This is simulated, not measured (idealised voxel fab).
Documented hereafter: the process module known as voxel wiring stack.
FYI the section here is cut, 235 nm wide, cells are 5 nm squares.
Reading order for cross-sections: top band down to bottom band. Underlying form: a grid of square cells. Band size: one or more rows of cells.
Top height, bottom height, nm. Materials left to right, width each, nm. Single material + "throughout" = fills band edge to edge. "air" = empty.
Convention: height 0 is the level below which the wafer, as received, is all one material. The lowest band does not terminate at the bottom but continues downward, represented as "from 0 down".
Quick explanation for "30->40": the width changes in equal steps down the rows of cells, from the first number in the band's top row to the second number in its bottom row.
"no alterations made" (step): cross-section cells unchanged, all of them.
Closed-off voids of 8+ cells (no open route to the top) go in "Enclosed empty spaces", written width x height at distance from the left edge, in nm.
Whatever follows a step's settings on its line is a remark the simulator itself makes about that step.
"overlay nm" on a masked step: distance the mask lay right of its planned place, negative for left.

-- Planned process steps
| 1 | op RECEIVE | material Si |
| 2 | op CONFORMAL_DEP | material SiO2 | thk nm 10 |
| 3 | op DIRECTIONAL_DEP | material TiN | thk nm 5 |
| 4 | op DIRECTIONAL_DEP | material Ru | thk nm 15 |
| 5 | op DIRECTIONAL_DEP | material aC | thk nm 15 |
| 6 | op PATTERN | tone cover | mask id METAL_1 | material resist | width nm 20 | pitch nm 50 | thk nm 30 | overlay nm 0 |
| 7 | op DIRECTIONAL_ETCH | etch materials aC | depth nm 15 |
| 8 | op STRIP | etch materials resist |
| 9 | op DIRECTIONAL_ETCH | etch materials Ru | depth nm 15 |
| 10 | op DIRECTIONAL_ETCH | etch materials TiN | depth nm 5 |
| 11 | op STRIP | etch materials aC |
| 12 | op CONFORMAL_DEP | material SiCN | thk nm 5 |
| 13 | op FILL_DEP | material SiO2 | thk nm 5 |
| 14 | op CMP | height nm 30 |
| 15 | op CONFORMAL_DEP | material SiCN | thk nm 5 |
| 16 | op DIRECTIONAL_DEP | material SiO2 | thk nm 15 |
| 17 | op DIRECTIONAL_DEP | material aC | thk nm 10 |
| 18 | op PATTERN | tone open | mask id PLUG_1 | material resist | width nm 15 | pitch nm 50 | thk nm 25 | overlay nm 0 |
| 19 | op DIRECTIONAL_ETCH | etch materials aC | depth nm 10 |
| 20 | op STRIP | etch materials resist |
| 21 | op DIRECTIONAL_ETCH | etch materials SiO2 | depth nm 15 |
| 22 | op DIRECTIONAL_ETCH | etch materials SiCN | depth nm 5 |
| 23 | op STRIP | etch materials aC |
| 24 | op CONFORMAL_DEP | material TiN | thk nm 5 |
| 25 | op FILL_DEP | material Ru | thk nm 5 |
| 26 | op CMP | height nm 50 |
| 27 | op CONFORMAL_DEP | material SiN | thk nm 5 |
| 28 | op DIRECTIONAL_DEP | material lowk | thk nm 25 |
| 29 | op MASKED_ETCH | tone open | mask id METAL_2 | width nm 20 | pitch nm 50 | etch materials lowk | depth nm 25 | overlay nm 0 |
| 30 | op MASKED_ETCH | tone open | mask id METAL_2 | width nm 20 | pitch nm 50 | etch materials SiN | depth nm 5 | overlay nm 0 |
| 31 | op CONFORMAL_DEP | material TiN | thk nm 5 |
| 32 | op FILL_DEP | material W | thk nm 5 |
| 33 | op CMP | height nm 80 |
| 34 | op CONFORMAL_DEP | material SiCN | thk nm 5 |
| 35 | op DIRECTIONAL_DEP | material SiO2 | thk nm 30 |
| 36 | op DIRECTIONAL_DEP | material aC | thk nm 10 |
| 37 | op PATTERN | tone open | mask id METAL_3_HOLES | material resist | width nm 15 | thk nm 30 | overlay nm 0 |
| 38 | op DIRECTIONAL_ETCH | etch materials aC | depth nm 10 |
| 39 | op STRIP | etch materials resist |
| 40 | op DIRECTIONAL_ETCH | etch materials SiO2 | depth nm 30 |
| 41 | op STRIP | etch materials aC |
| 42 | op MASKED_ETCH | tone open | mask id METAL_3 | width nm 20 | pitch nm 50 | etch materials SiO2 | depth nm 15 | overlay nm 0 |
| 43 | op MASKED_ETCH | tone open | mask id METAL_3 | width nm 20 | pitch nm 50 | etch materials SiCN | depth nm 5 | overlay nm 0 |
| 44 | op CONFORMAL_DEP | material TiN | thk nm 5 |
| 45 | op FILL_DEP | material Ru | thk nm 5 |
| 46 | op CMP | height nm 115 |
| 47 | op CONFORMAL_DEP | material SiN | thk nm 5 |

-- Of two wafers, the first: run according to plan

-- So this is the incoming wafer in cross-section - it's already been through step 1
from 0 down  Si throughout
Enclosed empty spaces: none

-- You're looking at a cross-section of the wafer after step 2
from 10 to 0  SiO2 throughout
Below 0, the layers are the same as they were.

-- You're looking at a cross-section of the wafer after step 3
from 15 to 10  TiN throughout
Below 10, the layers are the same as they were.

-- You're looking at a cross-section of the wafer after step 4
from 30 to 15  Ru throughout
Below 15, the layers are the same as they were.

-- You're looking at a cross-section of the wafer after step 5
from 45 to 30  aC throughout
Below 30, the layers are the same as they were.

-- You're looking at a cross-section of the wafer after step 6
from 75 to 45  80 of air; 20 of resist; 30 of air; 20 of resist; 85 of air
Below 45, the layers are the same as they were.

-- You're looking at a cross-section of the wafer after step 7
from 60 to 45  80 of air; 20 of resist; 30 of air; 20 of resist; 85 of air
from 45 to 30  80 of air; 20 of aC; 30 of air; 20 of aC; 85 of air
Below 30, the layers are the same as they were.

-- You're looking at a cross-section of the wafer after step 8
from 45 to 30  80 of air; 20 of aC; 30 of air; 20 of aC; 85 of air
Below 30, the layers are the same as they were.

-- You're looking at a cross-section of the wafer after step 9
from 45 to 30  80 of air; 20 of aC; 30 of air; 20 of aC; 85 of air
from 30 to 15  80 of air; 20 of Ru; 30 of air; 20 of Ru; 85 of air
Below 15, the layers are the same as they were.

-- You're looking at a cross-section of the wafer after step 10
from 45 to 30  80 of air; 20 of aC; 30 of air; 20 of aC; 85 of air
from 30 to 15  80 of air; 20 of Ru; 30 of air; 20 of Ru; 85 of air
from 15 to 10  80 of air; 20 of TiN; 30 of air; 20 of TiN; 85 of air
Below 10, the layers are the same as they were.

-- You're looking at a cross-section of the wafer after step 11
from 30 to 15  80 of air; 20 of Ru; 30 of air; 20 of Ru; 85 of air
Below 15, the layers are the same as they were.

-- You're looking at a cross-section of the wafer after step 12
from 35 to 30  75 of air; 30 of SiCN; 20 of air; 30 of SiCN; 80 of air
from 30 to 15  75 of air; 5 of SiCN; 20 of Ru; 5 of SiCN; 20 of air; 5 of SiCN; 20 of Ru; 5 of SiCN; 80 of air
from 15 to 10  80 of SiCN; 20 of TiN; 30 of SiCN; 20 of TiN; 85 of SiCN
Below 10, the layers are the same as they were.

-- You're looking at a cross-section of the wafer after step 13
from 40 to 35  SiO2 throughout
from 35 to 30  75 of SiO2; 30 of SiCN; 20 of SiO2; 30 of SiCN; 80 of SiO2
from 30 to 15  75 of SiO2; 5 of SiCN; 20 of Ru; 5 of SiCN; 20 of SiO2; 5 of SiCN; 20 of Ru; 5 of SiCN; 80 of SiO2
Below 15, the layers are the same as they were.

-- You're looking at a cross-section of the wafer after step 14
from 30 to 15  75 of SiO2; 5 of SiCN; 20 of Ru; 5 of SiCN; 20 of SiO2; 5 of SiCN; 20 of Ru; 5 of SiCN; 80 of SiO2
Below 15, the layers are the same as they were.

-- You're looking at a cross-section of the wafer after step 15
from 35 to 30  SiCN throughout
Below 30, the layers are the same as they were.

-- You're looking at a cross-section of the wafer after step 16
from 50 to 35  SiO2 throughout
Below 35, the layers are the same as they were.

-- You're looking at a cross-section of the wafer after step 17
from 60 to 50  aC throughout
Below 50, the layers are the same as they were.

-- You're looking at a cross-section of the wafer after step 18
from 85 to 60  80 of resist; 15 of air; 35 of resist; 15 of air; 90 of resist
Below 60, the layers are the same as they were.

-- You're looking at a cross-section of the wafer after step 19
from 75 to 60  80 of resist; 15 of air; 35 of resist; 15 of air; 90 of resist
from 60 to 50  80 of aC; 15 of air; 35 of aC; 15 of air; 90 of aC
Below 50, the layers are the same as they were.

-- You're looking at a cross-section of the wafer after step 20
from 60 to 50  80 of aC; 15 of air; 35 of aC; 15 of air; 90 of aC
Below 50, the layers are the same as they were.

-- You're looking at a cross-section of the wafer after step 21
from 60 to 50  80 of aC; 15 of air; 35 of aC; 15 of air; 90 of aC
from 50 to 35  80 of SiO2; 15 of air; 35 of SiO2; 15 of air; 90 of SiO2
Below 35, the layers are the same as they were.

-- You're looking at a cross-section of the wafer after step 22
from 60 to 50  80 of aC; 15 of air; 35 of aC; 15 of air; 90 of aC
from 50 to 35  80 of SiO2; 15 of air; 35 of SiO2; 15 of air; 90 of SiO2
from 35 to 30  80 of SiCN; 15 of air; 35 of SiCN; 15 of air; 90 of SiCN
Below 30, the layers are the same as they were.

-- You're looking at a cross-section of the wafer after step 23
from 50 to 35  80 of SiO2; 15 of air; 35 of SiO2; 15 of air; 90 of SiO2
Below 35, the layers are the same as they were.

-- You're looking at a cross-section of the wafer after step 24
from 55 to 50  85 of TiN; 5 of air; 45 of TiN; 5 of air; 95 of TiN
from 50 to 35  80 of SiO2; 5 of TiN; 5 of air; 5 of TiN; 35 of SiO2; 5 of TiN; 5 of air; 5 of TiN; 90 of SiO2
from 35 to 30  80 of SiCN; 15 of TiN; 35 of SiCN; 15 of TiN; 90 of SiCN
Below 30, the layers are the same as they were.

-- You're looking at a cross-section of the wafer after step 25
from 60 to 55  Ru throughout
from 55 to 50  85 of TiN; 5 of Ru; 45 of TiN; 5 of Ru; 95 of TiN
from 50 to 35  80 of SiO2; 5 of TiN; 5 of Ru; 5 of TiN; 35 of SiO2; 5 of TiN; 5 of Ru; 5 of TiN; 90 of SiO2
Below 35, the layers are the same as they were.

-- You're looking at a cross-section of the wafer after step 26
from 50 to 35  80 of SiO2; 5 of TiN; 5 of Ru; 5 of TiN; 35 of SiO2; 5 of TiN; 5 of Ru; 5 of TiN; 90 of SiO2
Below 35, the layers are the same as they were.

-- You're looking at a cross-section of the wafer after step 27
from 55 to 50  SiN throughout
Below 50, the layers are the same as they were.

-- You're looking at a cross-section of the wafer after step 28
from 80 to 55  lowk throughout
Below 55, the layers are the same as they were.

-- You're looking at a cross-section of the wafer after step 29
from 80 to 55  80 of lowk; 20 of air; 30 of lowk; 20 of air; 85 of lowk
Below 55, the layers are the same as they were.

-- You're looking at a cross-section of the wafer after step 30
from 80 to 55  80 of lowk; 20 of air; 30 of lowk; 20 of air; 85 of lowk
from 55 to 50  80 of SiN; 20 of air; 30 of SiN; 20 of air; 85 of SiN
Below 50, the layers are the same as they were.

-- You're looking at a cross-section of the wafer after step 31
from 85 to 80  85 of TiN; 10 of air; 40 of TiN; 10 of air; 90 of TiN
from 80 to 55  80 of lowk; 5 of TiN; 10 of air; 5 of TiN; 30 of lowk; 5 of TiN; 10 of air; 5 of TiN; 85 of lowk
from 55 to 50  80 of SiN; 20 of TiN; 30 of SiN; 20 of TiN; 85 of SiN
Below 50, the layers are the same as they were.

-- You're looking at a cross-section of the wafer after step 32
from 90 to 85  W throughout
from 85 to 80  85 of TiN; 10 of W; 40 of TiN; 10 of W; 90 of TiN
from 80 to 55  80 of lowk; 5 of TiN; 10 of W; 5 of TiN; 30 of lowk; 5 of TiN; 10 of W; 5 of TiN; 85 of lowk
Below 55, the layers are the same as they were.

-- You're looking at a cross-section of the wafer after step 33
from 80 to 55  80 of lowk; 5 of TiN; 10 of W; 5 of TiN; 30 of lowk; 5 of TiN; 10 of W; 5 of TiN; 85 of lowk
Below 55, the layers are the same as they were.

-- You're looking at a cross-section of the wafer after step 34
from 85 to 80  SiCN throughout
Below 80, the layers are the same as they were.

-- You're looking at a cross-section of the wafer after step 35
from 115 to 85  SiO2 throughout
Below 85, the layers are the same as they were.

-- You're looking at a cross-section of the wafer after step 36
from 125 to 115  aC throughout
Below 115, the layers are the same as they were.

-- You're looking at a cross-section of the wafer after step 37
from 155 to 125  80 of resist; 15 of air; 140 of resist
Below 125, the layers are the same as they were.

-- You're looking at a cross-section of the wafer after step 38
from 145 to 125  80 of resist; 15 of air; 140 of resist
from 125 to 115  80 of aC; 15 of air; 140 of aC
Below 115, the layers are the same as they were.

-- You're looking at a cross-section of the wafer after step 39
from 125 to 115  80 of aC; 15 of air; 140 of aC
Below 115, the layers are the same as they were.

-- You're looking at a cross-section of the wafer after step 40
from 125 to 115  80 of aC; 15 of air; 140 of aC
from 115 to 85  80 of SiO2; 15 of air; 140 of SiO2
Below 85, the layers are the same as they were.

-- You're looking at a cross-section of the wafer after step 41
from 115 to 85  80 of SiO2; 15 of air; 140 of SiO2
Below 85, the layers are the same as they were.

-- You're looking at a cross-section of the wafer after step 42
from 115 to 100  80 of SiO2; 20 of air; 30 of SiO2; 20 of air; 85 of SiO2
Below 100, the layers are the same as they were.

-- You're looking at a cross-section of the wafer after step 43
from 115 to 100  80 of SiO2; 20 of air; 30 of SiO2; 20 of air; 85 of SiO2
from 100 to 85  80 of SiO2; 15 of air; 140 of SiO2
from 85 to 80  80 of SiCN; 15 of air; 140 of SiCN
Below 80, the layers are the same as they were.

-- You're looking at a cross-section of the wafer after step 44
from 120 to 115  85 of TiN; 10 of air; 40 of TiN; 10 of air; 90 of TiN
from 115 to 105  80 of SiO2; 5 of TiN; 10 of air; 5 of TiN; 30 of SiO2; 5 of TiN; 10 of air; 5 of TiN; 85 of SiO2
from 105 to 100  80 of SiO2; 5 of TiN; 5 of air; 10 of TiN; 30 of SiO2; 20 of TiN; 85 of SiO2
from 100 to 85  80 of SiO2; 5 of TiN; 5 of air; 5 of TiN; 140 of SiO2
from 85 to 80  80 of SiCN; 15 of TiN; 140 of SiCN
Below 80, the layers are the same as they were.

-- You're looking at a cross-section of the wafer after step 45
from 125 to 120  Ru throughout
from 120 to 115  85 of TiN; 10 of Ru; 40 of TiN; 10 of Ru; 90 of TiN
from 115 to 105  80 of SiO2; 5 of TiN; 10 of Ru; 5 of TiN; 30 of SiO2; 5 of TiN; 10 of Ru; 5 of TiN; 85 of SiO2
from 105 to 100  80 of SiO2; 5 of TiN; 5 of Ru; 10 of TiN; 30 of SiO2; 20 of TiN; 85 of SiO2
from 100 to 85  80 of SiO2; 5 of TiN; 5 of Ru; 5 of TiN; 140 of SiO2
Below 85, the layers are the same as they were.

-- You're looking at a cross-section of the wafer after step 46
from 115 to 105  80 of SiO2; 5 of TiN; 10 of Ru; 5 of TiN; 30 of SiO2; 5 of TiN; 10 of Ru; 5 of TiN; 85 of SiO2
Below 105, the layers are the same as they were.

-- You're looking at a cross-section of the wafer after step 47
from 120 to 115  SiN throughout
Below 115, the layers are the same as they were.

-- Second wafer - shared start and plan with the first - one error in running - same as the first up to step 34 inclusive

-- Planned end of step 35: second wafer, cross-section
from 145 to 85  SiO2 throughout
Below 85, the layers are the same as they were.

-- Planned end of step 36: second wafer, cross-section
from 155 to 145  aC throughout
Below 145, the layers are the same as they were.

-- Planned end of step 37: second wafer, cross-section
from 185 to 155  80 of resist; 15 of air; 140 of resist
Below 155, the layers are the same as they were.

-- Planned end of step 38: second wafer, cross-section
from 175 to 155  80 of resist; 15 of air; 140 of resist
from 155 to 145  80 of aC; 15 of air; 140 of aC
Below 145, the layers are the same as they were.

-- Planned end of step 39: second wafer, cross-section
from 155 to 145  80 of aC; 15 of air; 140 of aC
Below 145, the layers are the same as they were.

-- Planned end of step 40: second wafer, cross-section
from 155 to 145  80 of aC; 15 of air; 140 of aC
from 145 to 115  80 of SiO2; 15 of air; 140 of SiO2
Below 115, the layers are the same as they were.

-- Planned end of step 41: second wafer, cross-section
from 145 to 115  80 of SiO2; 15 of air; 140 of SiO2
Below 115, the layers are the same as they were.

-- Planned end of step 42: second wafer, cross-section
from 145 to 130  80 of SiO2; 20 of air; 30 of SiO2; 20 of air; 85 of SiO2
from 130 to 100  80 of SiO2; 15 of air; 140 of SiO2
Below 100, the layers are the same as they were.

Planned end of step 43: second wafer, cross-section: no alterations made

-- Planned end of step 44: second wafer, cross-section
from 150 to 145  85 of TiN; 10 of air; 40 of TiN; 10 of air; 90 of TiN
from 145 to 135  80 of SiO2; 5 of TiN; 10 of air; 5 of TiN; 30 of SiO2; 5 of TiN; 10 of air; 5 of TiN; 85 of SiO2
from 135 to 130  80 of SiO2; 5 of TiN; 5 of air; 10 of TiN; 30 of SiO2; 20 of TiN; 85 of SiO2
from 130 to 105  80 of SiO2; 5 of TiN; 5 of air; 5 of TiN; 140 of SiO2
from 105 to 100  80 of SiO2; 15 of TiN; 140 of SiO2
Below 100, the layers are the same as they were.

-- Planned end of step 45: second wafer, cross-section
from 155 to 150  Ru throughout
from 150 to 145  85 of TiN; 10 of Ru; 40 of TiN; 10 of Ru; 90 of TiN
from 145 to 135  80 of SiO2; 5 of TiN; 10 of Ru; 5 of TiN; 30 of SiO2; 5 of TiN; 10 of Ru; 5 of TiN; 85 of SiO2
from 135 to 130  80 of SiO2; 5 of TiN; 5 of Ru; 10 of TiN; 30 of SiO2; 20 of TiN; 85 of SiO2
from 130 to 105  80 of SiO2; 5 of TiN; 5 of Ru; 5 of TiN; 140 of SiO2
Below 105, the layers are the same as they were.

-- Planned end of step 46: second wafer, cross-section
from 115 to 105  80 of SiO2; 5 of TiN; 5 of Ru; 5 of TiN; 140 of SiO2
Below 105, the layers are the same as they were.

-- Planned end of step 47: second wafer, cross-section
from 120 to 115  SiN throughout
Below 115, the layers are the same as they were.
Diagnosis: twice, step 35 of the plan was run
It is noted that, at the conclusion of processing, the second wafer exhibits a higher or lower cell count for certain materials relative to the first: Ru -10 | SiCN +3 | SiO2 +24 | TiN -17
